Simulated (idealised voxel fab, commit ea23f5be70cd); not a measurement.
process module | voxel released beams
cross-section cut | 145 nm wide | cells 5 nm
A cross-section is a grid of square cells, given in bands from the top down. A band is one or more rows of cells.
Each band's line starts with the height of the band's top and of its bottom, in nm. Then come its materials from left to right, each with its width in nm. One material with "throughout" fills the band from edge to edge. "air" is empty space.
Height 0 is the level under which the wafer as received is all one material. The lowest band goes on downwards, as in "0 down".
A width such as "30 to 40" changes by the same amount from each row of cells to the next, from the band's top row to its bottom row.
"no change" after a step means that no cell of the cross-section changed.
closed voids: empty space of 8 cells or more with no open way to the top, each as width x height at its distance from the left edge, in nm
after a step's settings: what the simulator itself notes on the step
overlay nm, on a step with a mask: how far to the right of its planned place the mask lay; to the left if negative
plan
1 op RECEIVE | material Si
2 op CONFORMAL_DEP | material Al2O3 | thk nm 5
3 op DIRECTIONAL_DEP | material SiO2 | thk nm 20
4 op DIRECTIONAL_DEP | material aC | thk nm 10
5 op PATTERN | tone open | mask id ANCHOR | material resist | width nm 25 | thk nm 30 | overlay nm 0
6 op DIRECTIONAL_ETCH | etch materials aC | depth nm 10
7 op STRIP | etch materials resist
8 op DIRECTIONAL_ETCH | etch materials SiO2 | depth nm 20
9 op STRIP | etch materials aC
10 op CONFORMAL_DEP | material polySi | thk nm 10
11 op DIRECTIONAL_DEP | material aC | thk nm 5
12 op PATTERN | tone cover | mask id BEAM | material resist | width nm 80 | thk nm 30 | overlay nm 0
13 op DIRECTIONAL_ETCH | etch materials aC | depth nm 15
14 op STRIP | etch materials resist
15 op DIRECTIONAL_ETCH | etch materials polySi | depth nm 10
16 op STRIP | etch materials aC
17 op STRIP | etch materials SiO2
varied across the wafers: thk nm of step 11. The plan shows the first wafer's value. All wafers start alike
first wafer as received, after step 1
  0 down: Si throughout
  closed voids: none
each wafer at the end: cells of each material gained (+) or lost (-) since it was received, then its closed voids
thk nm 5 | +29 Al2O3 | +48 polySi | closed voids: none
thk nm 10 | +29 Al2O3 | +48 polySi | closed voids: none
thk nm 15 | +29 Al2O3 | +48 polySi | closed voids: none
thk nm 20 | +29 Al2O3 | +96 SiO2 | +74 polySi | closed voids: none
thk nm 25 | +29 Al2O3 | +96 SiO2 | +74 polySi | closed voids: none
thk nm 30 | +29 Al2O3 | +96 SiO2 | +74 polySi | closed voids: none
